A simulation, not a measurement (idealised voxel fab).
Process module in this document: voxel lift off
Cross-sectional view cut (width: 155 nm; square cell size: 5 nm).
Each cross-section below is a grid of square cells, stated as bands in top-down order, with one or more rows of cells making up each band. Top, bottom (nm), then materials left to right with widths (nm); lone material tagged "throughout" fills the whole band edge to edge; "blank" = empty space. Heights are reckoned from 0. Under this level, the received wafer is all of one material. The bottommost band is open-ended downward, for example "top 0, no bottom". A two-number width, for instance "30 to 40", indicates that the width is equal to the first number in the top row of the band and to the second number in the bottom row, and that it changes by a constant amount per row of cells. When a step is marked "everything unchanged", none of the cells in the cross-section changed during that step. "Fully sealed cavities" - sealed voids, min. 8 cells, no opening to top; format: width x height at distance (distance from left edge; nm throughout). Post-settings text on a step line: simulator's own remark regarding the step. The setting "overlay nm" may be written on the line of a step. When the step uses a mask, the value reports how far to the right of the planned place the mask lay, and a negative value reports that it lay to the left.
-- The following list gives the planned process steps
- 1: op RECEIVE | material Si
- 2: op CONFORMAL_DEP | material SiN | thk nm 10
- 3: op PATTERN | tone open | mask id LINES | material resist | width nm 15 | pitch nm 35 | thk nm 25 | overlay nm 0
- 4: op DIRECTIONAL_DEP | material Ru | thk nm 15
- 5: op STRIP | etch materials resist
- 6: op CONFORMAL_DEP | material SiCN | thk nm 10
-- First of two wafers, with the run carried out as planned
-- Cross-section of the wafer as it came to us, i.e., already through step 1
	top 0, no bottom | Si throughout
	Fully sealed cavities: none
-- Cross-section of the wafer subsequent to step 2
	top 10, bottom 0 | SiN throughout
	Below 0 it's all the same as before, nothing changed down there.
-- Cross-section of the wafer subsequent to step 3
	top 35, bottom 10 | resist=15, blank=15, resist=20, blank=15, resist=20, blank=15, resist=20, blank=15, resist=20
	Below 10 it's all the same as before, nothing changed down there.
-- Cross-section of the wafer subsequent to step 4
	top 50, bottom 35 | Ru=15, blank=15, Ru=20, blank=15, Ru=20, blank=15, Ru=20, blank=15, Ru=20
	top 35, bottom 25 | resist=15, blank=15, resist=20, blank=15, resist=20, blank=15, resist=20, blank=15, resist=20
	top 25, bottom 10 | resist=15, Ru=15, resist=20, Ru=15, resist=20, Ru=15, resist=20, Ru=15, resist=20
	Below 10 it's all the same as before, nothing changed down there.
-- Cross-section of the wafer subsequent to step 5
	top 25, bottom 10 | blank=15, Ru=15, blank=20, Ru=15, blank=20, Ru=15, blank=20, Ru=15, blank=20
	Below 10 it's all the same as before, nothing changed down there.
-- Cross-section of the wafer subsequent to step 6
	top 35, bottom 25 | blank=5, SiCN=140, blank=10
	top 25, bottom 20 | blank=5, SiCN=10, Ru=15, SiCN=20, Ru=15, SiCN=20, Ru=15, SiCN=20, Ru=15, SiCN=10, blank=10
	top 20, bottom 10 | SiCN=15, Ru=15, SiCN=20, Ru=15, SiCN=20, Ru=15, SiCN=20, Ru=15, SiCN=20
	Below 10 it's all the same as before, nothing changed down there.
-- Wafer two of two - same starting point, same process plan, one mistake in execution; matches wafer one up to and including step 4
-- Cross-section of the second wafer at the time by which step 5 should have been completed according to the plan
	top 25, bottom 10 | blank=15, Ru=15, blank=20, Ru=15, blank=20, Ru=15, blank=20, Ru=15, blank=20
	Below 10 it's all the same as before, nothing changed down there.
-- Cross-section of the second wafer at the time by which step 6 should have been completed according to the plan
	top 35, bottom 25 | blank=5, SiCN=140, blank=10
	top 25, bottom 20 | blank=5, SiCN=10, Ru=15, SiCN=20, Ru=15, SiCN=20, Ru=15, SiCN=20, Ru=15, SiCN=10, blank=10
	top 20, bottom 10 | SiCN=15, Ru=15, SiCN=20, Ru=15, SiCN=20, Ru=15, SiCN=20, Ru=15, SiCN=20
	Below 10 it's all the same as before, nothing changed down there.
Deviation noted in wafer processing: the plan had its step 5 run twice
Final cross-sections of the two wafers are identical, so the mistake has no effect on what this model computes.
